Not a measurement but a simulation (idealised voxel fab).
The name of this process module is voxel lift off.
Pictured: cross-section cut, 155 nm wide, on a grid of 5 nm square cells.
Cross-section spec: square-cell grid; bands listed top down; each band is one or more rows. Per band: top height and bottom height in nm, followed by the left-to-right materials and their widths in nm; "full width" marks a single material spanning edge to edge, "air" marks empty space. Height 0 is the level under which the wafer as received is all one material. The lowest band goes on downwards, as in "0 -> down". Quick explanation for "30 to 40": the width changes in equal steps down the rows of cells, from the first number in the band's top row to the second number in its bottom row. Take "no modifications" at face value: in the step it is given for, the cross-section changed in none of its cells. "Closed void list" contains a list of empty spaces, each no smaller than 8 cells and without an open way to the top, written in the form width x height at distance with the distance from the left edge and all three in nm. On each step's line, the part that comes after the settings is the simulator's own comment on the step. The setting "overlay nm" may be written on the line of a step. When the step uses a mask, the value reports how far to the right of the planned place the mask lay, and a negative value reports that it lay to the left.
### Here's what the planned process steps look like
1,RECEIVE with material Si
2,CONFORMAL_DEP with material SiN, thk nm 10
3,PATTERN with tone open, mask id LINES, material resist, width nm 15, pitch nm 40, thk nm 30, overlay nm 0
4,DIRECTIONAL_DEP with material Ru, thk nm 15
5,STRIP with etch materials resist
6,CONFORMAL_DEP with material SiCN, thk nm 5
Quick note for whoever runs this: the wafers start identical, but the width nm at step 3 isn't the same across them. The plan just shows what the first wafer had.
### This is how the first of several wafers looked in cross-section when it arrived, which is after step 1
- 0 -> down = Si full width
- Closed void list: none
### The rows of the table below are wafers. Looking at the end of the module, a row counts, for every material, the cells the wafer has gained, shown as (+), or lost, shown as (-), since it was received; its closed voids come next
width nm 15 | +27 Ru | +49 SiCN | +62 SiN | Closed void list: none
width nm 20 | +36 Ru | +49 SiCN | +62 SiN | Closed void list: none
width nm 25 | +45 Ru | +49 SiCN | +62 SiN | Closed void list: none
